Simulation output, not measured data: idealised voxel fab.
Module name: voxel capacitor over wiring (process module)
Square cell edge 5 nm, section width 260 nm, ID cut.
Format of a cross-section: grid, square cells. Given as bands. Order: top down. Band: one or more rows of cells.
Within each band entry, the heights of the top and of the bottom of the band appear first, in that order and in nm; the materials of the band then follow from left to right, each with its corresponding width in nm. The designation "throughout" on a single material indicates that it fills the band from edge to edge; the designation "empty" indicates empty space.
The level at which height equals 0 is the one under which the wafer, as it arrives, is entirely one material. No lower edge exists for the bottom band, which continues downward and is notated as in "0..down".
The expression "30 to 40" gives the width at the extremes of the band, the first number at its top row of cells and the second at its bottom row, with the width changing by equal amounts from each row to the next in between.
Given "nothing altered" for a step, no cell of the cross-section differs between before and after that step.
In the "Enclosed cavities" entry, you get each enclosed empty space of 8 cells or more, one with no open way to the top, written width x height at distance, distance from the left edge, in nm.
Read whatever lies past the settings on a step's line as the simulator's own remark about the step.
A step's line can hold "overlay nm"; with a mask on that step, the setting says how far right of the planned place the mask lay, while a negative setting says it lay to the left.
## List of planned process steps
| 1 | RECEIVE | material Si |
| 2 | CONFORMAL_DEP | material SiO2 | thk nm 15 |
| 3 | CONFORMAL_DEP | material SiCN | thk nm 5 |
| 4 | DIRECTIONAL_DEP | material lowk | thk nm 25 |
| 5 | DIRECTIONAL_DEP | material aC | thk nm 10 |
| 6 | PATTERN | tone open | mask id METAL_1 | material resist | width nm 20 | pitch nm 80 | thk nm 30 | overlay nm 0 |
| 7 | DIRECTIONAL_ETCH | etch materials aC | depth nm 10 |
| 8 | STRIP | etch materials resist |
| 9 | DIRECTIONAL_ETCH | etch materials lowk | depth nm 25 |
| 10 | DIRECTIONAL_ETCH | etch materials SiCN | depth nm 5 |
| 11 | STRIP | etch materials aC |
| 12 | CONFORMAL_DEP | material TiN | thk nm 5 |
| 13 | FILL_DEP | material Ru | thk nm 5 |
| 14 | CMP | height nm 45 |
| 15 | EPI | material Ru | thk nm 5 |
| 16 | FILL_DEP | material SiCN | thk nm 5 |
| 17 | DIRECTIONAL_DEP | material SiO2 | thk nm 20 |
| 18 | MASKED_ETCH | tone open | mask id PLUG_1 | width nm 15 | etch materials SiO2 | depth nm 20 | overlay nm 0 |
| 19 | MASKED_ETCH | tone open | mask id PLUG_1 | width nm 15 | etch materials SiCN | depth nm 5 | overlay nm 0 |
| 20 | CONFORMAL_DEP | material TiN | thk nm 5 |
| 21 | FILL_DEP | material W | thk nm 10 |
| 22 | CMP | height nm 75 |
| 23 | DIRECTIONAL_DEP | material TiN | thk nm 5 |
| 24 | DIRECTIONAL_DEP | material Al2O3 | thk nm 5 |
| 25 | DIRECTIONAL_DEP | material TiN | thk nm 10 |
| 26 | PATTERN | tone cover | mask id UPPER_PLATE | material resist | width nm 65 | thk nm 15 | overlay nm 0 |
| 27 | DIRECTIONAL_ETCH | etch materials TiN | depth nm 10 |
| 28 | DIRECTIONAL_ETCH | etch materials Al2O3 | depth nm 5 |
| 29 | STRIP | etch materials resist |
| 30 | PATTERN | tone cover | mask id LOWER_PLATE | material resist | width nm 75 | thk nm 15 | overlay nm 0 |
| 31 | DIRECTIONAL_ETCH | etch materials TiN | depth nm 5 |
| 32 | STRIP | etch materials resist |
| 33 | FILL_DEP | material SiO2 | thk nm 20 |
| 34 | CMP | height nm 110 |
| 35 | PATTERN | tone open | mask id PLUG_2 | material resist | width nm 15 | thk nm 15 | overlay nm 0 |
| 36 | DIRECTIONAL_ETCH | etch materials SiO2 | depth nm 15 |
| 37 | STRIP | etch materials resist |
| 38 | CONFORMAL_DEP | material TiN | thk nm 5 |
| 39 | FILL_DEP | material Ru | thk nm 10 |
| 40 | CMP | height nm 110 |
| 41 | CONFORMAL_DEP | material SiCN | thk nm 5 |
## first wafer, as planned
## The cross-section here shows the wafer as received, i.e. in its state after step 1
	0..down = Si throughout
	Enclosed cavities: none
## Cross-sectional representation of the wafer at the conclusion of step 2
	15..0 = SiO2 throughout
	Rest of section, below 0: as before.
## Cross-sectional representation of the wafer at the conclusion of step 3
	20..15 = SiCN throughout
	Rest of section, below 15: as before.
## Cross-sectional representation of the wafer at the conclusion of step 4
	45..20 = lowk throughout
	Rest of section, below 20: as before.
## Cross-sectional representation of the wafer at the conclusion of step 5
	55..45 = aC throughout
	Rest of section, below 45: as before.
## Cross-sectional representation of the wafer at the conclusion of step 6
	85..55 = 80 resist, then 20 empty, then 60 resist, then 20 empty, then 80 resist
	Rest of section, below 55: as before.
## Cross-sectional representation of the wafer at the conclusion of step 7
	75..55 = 80 resist, then 20 empty, then 60 resist, then 20 empty, then 80 resist
	55..45 = 80 aC, then 20 empty, then 60 aC, then 20 empty, then 80 aC
	Rest of section, below 45: as before.
## Cross-sectional representation of the wafer at the conclusion of step 8
	55..45 = 80 aC, then 20 empty, then 60 aC, then 20 empty, then 80 aC
	Rest of section, below 45: as before.
## Cross-sectional representation of the wafer at the conclusion of step 9
	55..45 = 80 aC, then 20 empty, then 60 aC, then 20 empty, then 80 aC
	45..20 = 80 lowk, then 20 empty, then 60 lowk, then 20 empty, then 80 lowk
	Rest of section, below 20: as before.
## Cross-sectional representation of the wafer at the conclusion of step 10
	55..45 = 80 aC, then 20 empty, then 60 aC, then 20 empty, then 80 aC
	45..20 = 80 lowk, then 20 empty, then 60 lowk, then 20 empty, then 80 lowk
	20..15 = 80 SiCN, then 20 empty, then 60 SiCN, then 20 empty, then 80 SiCN
	Rest of section, below 15: as before.
## Cross-sectional representation of the wafer at the conclusion of step 11
	45..20 = 80 lowk, then 20 empty, then 60 lowk, then 20 empty, then 80 lowk
	Rest of section, below 20: as before.
## Cross-sectional representation of the wafer at the conclusion of step 12
	50..45 = 85 TiN, then 10 empty, then 70 TiN, then 10 empty, then 85 TiN
	45..20 = 80 lowk, then 5 TiN, then 10 empty, then 5 TiN, then 60 lowk, then 5 TiN, then 10 empty, then 5 TiN, then 80 lowk
	20..15 = 80 SiCN, then 20 TiN, then 60 SiCN, then 20 TiN, then 80 SiCN
	Rest of section, below 15: as before.
## Cross-sectional representation of the wafer at the conclusion of step 13
	55..50 = Ru throughout
	50..45 = 85 TiN, then 10 Ru, then 70 TiN, then 10 Ru, then 85 TiN
	45..20 = 80 lowk, then 5 TiN, then 10 Ru, then 5 TiN, then 60 lowk, then 5 TiN, then 10 Ru, then 5 TiN, then 80 lowk
	Rest of section, below 20: as before.
## Cross-sectional representation of the wafer at the conclusion of step 14
	45..20 = 80 lowk, then 5 TiN, then 10 Ru, then 5 TiN, then 60 lowk, then 5 TiN, then 10 Ru, then 5 TiN, then 80 lowk
	Rest of section, below 20: as before.
## Cross-sectional representation of the wafer at the conclusion of step 15
	50..45 = 75 empty, then 30 Ru, then 50 empty, then 30 Ru, then 75 empty
	Rest of section, below 45: as before.
## Cross-sectional representation of the wafer at the conclusion of step 16
	55..50 = SiCN throughout
	50..45 = 75 SiCN, then 30 Ru, then 50 SiCN, then 30 Ru, then 75 SiCN
	Rest of section, below 45: as before.
## Cross-sectional representation of the wafer at the conclusion of step 17
	75..55 = SiO2 throughout
	Rest of section, below 55: as before.
## Cross-sectional representation of the wafer at the conclusion of step 18
	75..55 = 85 SiO2, then 15 empty, then 160 SiO2
	Rest of section, below 55: as before.
## Cross-sectional representation of the wafer at the conclusion of step 19
	75..55 = 85 SiO2, then 15 empty, then 160 SiO2
	55..50 = 85 SiCN, then 15 empty, then 160 SiCN
	Rest of section, below 50: as before.
## Cross-sectional representation of the wafer at the conclusion of step 20
	80..75 = 90 TiN, then 5 empty, then 165 TiN
	75..55 = 85 SiO2, then 5 TiN, then 5 empty, then 5 TiN, then 160 SiO2
	55..50 = 85 SiCN, then 15 TiN, then 160 SiCN
	Rest of section, below 50: as before.
## Cross-sectional representation of the wafer at the conclusion of step 21
	90..80 = W throughout
	80..75 = 90 TiN, then 5 W, then 165 TiN
	75..55 = 85 SiO2, then 5 TiN, then 5 W, then 5 TiN, then 160 SiO2
	Rest of section, below 55: as before.
## Cross-sectional representation of the wafer at the conclusion of step 22
	75..55 = 85 SiO2, then 5 TiN, then 5 W, then 5 TiN, then 160 SiO2
	Rest of section, below 55: as before.
## Cross-sectional representation of the wafer at the conclusion of step 23
	80..75 = TiN throughout
	Rest of section, below 75: as before.
## Cross-sectional representation of the wafer at the conclusion of step 24
	85..80 = Al2O3 throughout
	Rest of section, below 80: as before.
## Cross-sectional representation of the wafer at the conclusion of step 25
	95..85 = TiN throughout
	Rest of section, below 85: as before.
## Cross-sectional representation of the wafer at the conclusion of step 26
	110..95 = 85 empty, then 65 resist, then 110 empty
	Rest of section, below 95: as before.
## Cross-sectional representation of the wafer at the conclusion of step 27
	110..95 = 85 empty, then 65 resist, then 110 empty
	95..85 = 85 empty, then 65 TiN, then 110 empty
	Rest of section, below 85: as before.
## Cross-sectional representation of the wafer at the conclusion of step 28
	110..95 = 85 empty, then 65 resist, then 110 empty
	95..85 = 85 empty, then 65 TiN, then 110 empty
	85..80 = 85 empty, then 65 Al2O3, then 110 empty
	Rest of section, below 80: as before.
## Cross-sectional representation of the wafer at the conclusion of step 29
	95..85 = 85 empty, then 65 TiN, then 110 empty
	Rest of section, below 85: as before.
## Cross-sectional representation of the wafer at the conclusion of step 30
	110..95 = 80 empty, then 75 resist, then 105 empty
	95..85 = 80 empty, then 5 resist, then 65 TiN, then 5 resist, then 105 empty
	85..80 = 80 empty, then 5 resist, then 65 Al2O3, then 5 resist, then 105 empty
	Rest of section, below 80: as before.
## Cross-sectional representation of the wafer at the conclusion of step 31
	110..95 = 80 empty, then 75 resist, then 105 empty
	95..85 = 80 empty, then 5 resist, then 65 TiN, then 5 resist, then 105 empty
	85..80 = 80 empty, then 5 resist, then 65 Al2O3, then 5 resist, then 105 empty
	80..75 = 80 empty, then 75 TiN, then 105 empty
	Rest of section, below 75: as before.
## Cross-sectional representation of the wafer at the conclusion of step 32
	95..85 = 85 empty, then 65 TiN, then 110 empty
	85..80 = 85 empty, then 65 Al2O3, then 110 empty
	Rest of section, below 80: as before.
## Cross-sectional representation of the wafer at the conclusion of step 33
	115..95 = SiO2 throughout
	95..85 = 85 SiO2, then 65 TiN, then 110 SiO2
	85..80 = 85 SiO2, then 65 Al2O3, then 110 SiO2
	80..75 = 80 SiO2, then 75 TiN, then 105 SiO2
	Rest of section, below 75: as before.
## Cross-sectional representation of the wafer at the conclusion of step 34
	110..95 = SiO2 throughout
	Rest of section, below 95: as before.
## Cross-sectional representation of the wafer at the conclusion of step 35
	125..110 = 95 resist, then 15 empty, then 150 resist
	Rest of section, below 110: as before.
## Cross-sectional representation of the wafer at the conclusion of step 36
	125..110 = 95 resist, then 15 empty, then 150 resist
	110..95 = 95 SiO2, then 15 empty, then 150 SiO2
	Rest of section, below 95: as before.
## Cross-sectional representation of the wafer at the conclusion of step 37
	110..95 = 95 SiO2, then 15 empty, then 150 SiO2
	Rest of section, below 95: as before.
## Cross-sectional representation of the wafer at the conclusion of step 38
	115..110 = 100 TiN, then 5 empty, then 155 TiN
	110..100 = 95 SiO2, then 5 TiN, then 5 empty, then 5 TiN, then 150 SiO2
	100..95 = 95 SiO2, then 15 TiN, then 150 SiO2
	Rest of section, below 95: as before.
## Cross-sectional representation of the wafer at the conclusion of step 39
	125..115 = Ru throughout
	115..110 = 100 TiN, then 5 Ru, then 155 TiN
	110..100 = 95 SiO2, then 5 TiN, then 5 Ru, then 5 TiN, then 150 SiO2
	Rest of section, below 100: as before.
## Cross-sectional representation of the wafer at the conclusion of step 40
	110..100 = 95 SiO2, then 5 TiN, then 5 Ru, then 5 TiN, then 150 SiO2
	Rest of section, below 100: as before.
## Cross-sectional representation of the wafer at the conclusion of step 41
	115..110 = SiCN throughout
	Rest of section, below 110: as before.
## The second wafer began exactly as the first did and followed the same plan, but one mistake was made while running it; through step 25 inclusive, the two wafers are identical
## Second wafer, cut view, end of step 26 per plan
	110..95 = 90 empty, then 60 resist, then 110 empty
	Rest of section, below 95: as before.
## Second wafer, cut view, end of step 27 per plan
	110..95 = 90 empty, then 60 resist, then 110 empty
	95..85 = 90 empty, then 60 TiN, then 110 empty
	Rest of section, below 85: as before.
## Second wafer, cut view, end of step 28 per plan
	110..95 = 90 empty, then 60 resist, then 110 empty
	95..85 = 90 empty, then 60 TiN, then 110 empty
	85..80 = 90 empty, then 60 Al2O3, then 110 empty
	Rest of section, below 80: as before.
## Second wafer, cut view, end of step 29 per plan
	95..85 = 90 empty, then 60 TiN, then 110 empty
	Rest of section, below 85: as before.
## Second wafer, cut view, end of step 30 per plan
	110..95 = 80 empty, then 75 resist, then 105 empty
	95..85 = 80 empty, then 10 resist, then 60 TiN, then 5 resist, then 105 empty
	85..80 = 80 empty, then 10 resist, then 60 Al2O3, then 5 resist, then 105 empty
	Rest of section, below 80: as before.
## Second wafer, cut view, end of step 31 per plan
	110..95 = 80 empty, then 75 resist, then 105 empty
	95..85 = 80 empty, then 10 resist, then 60 TiN, then 5 resist, then 105 empty
	85..80 = 80 empty, then 10 resist, then 60 Al2O3, then 5 resist, then 105 empty
	80..75 = 80 empty, then 75 TiN, then 105 empty
	Rest of section, below 75: as before.
## Second wafer, cut view, end of step 32 per plan
	95..85 = 90 empty, then 60 TiN, then 110 empty
	85..80 = 90 empty, then 60 Al2O3, then 110 empty
	Rest of section, below 80: as before.
## Second wafer, cut view, end of step 33 per plan
	115..95 = SiO2 throughout
	95..85 = 90 SiO2, then 60 TiN, then 110 SiO2
	85..80 = 90 SiO2, then 60 Al2O3, then 110 SiO2
	80..75 = 80 SiO2, then 75 TiN, then 105 SiO2
	Rest of section, below 75: as before.
## Second wafer, cut view, end of step 34 per plan
	110..95 = SiO2 throughout
	Rest of section, below 95: as before.
## Second wafer, cut view, end of step 35 per plan
	125..110 = 95 resist, then 15 empty, then 150 resist
	Rest of section, below 110: as before.
## Second wafer, cut view, end of step 36 per plan
	125..110 = 95 resist, then 15 empty, then 150 resist
	110..95 = 95 SiO2, then 15 empty, then 150 SiO2
	Rest of section, below 95: as before.
## Second wafer, cut view, end of step 37 per plan
	110..95 = 95 SiO2, then 15 empty, then 150 SiO2
	Rest of section, below 95: as before.
## Second wafer, cut view, end of step 38 per plan
	115..110 = 100 TiN, then 5 empty, then 155 TiN
	110..100 = 95 SiO2, then 5 TiN, then 5 empty, then 5 TiN, then 150 SiO2
	100..95 = 95 SiO2, then 15 TiN, then 150 SiO2
	Rest of section, below 95: as before.
## Second wafer, cut view, end of step 39 per plan
	125..115 = Ru throughout
	115..110 = 100 TiN, then 5 Ru, then 155 TiN
	110..100 = 95 SiO2, then 5 TiN, then 5 Ru, then 5 TiN, then 150 SiO2
	Rest of section, below 100: as before.
## Second wafer, cut view, end of step 40 per plan
	110..100 = 95 SiO2, then 5 TiN, then 5 Ru, then 5 TiN, then 150 SiO2
	Rest of section, below 100: as before.
## Second wafer, cut view, end of step 41 per plan
	115..110 = SiCN throughout
	Rest of section, below 110: as before.
Nonconformance to the process plan: step 26 was processed under conditions differing from the plan, specifically as PATTERN | tone cover | mask id UPPER_PLATE | material resist | width nm 60 | thk nm 15 | overlay nm 0
Counted in cells at the end, the second wafer holds more or fewer of these materials than the first: 1 fewer of Al2O3, 3 more of SiO2, 2 fewer of TiN
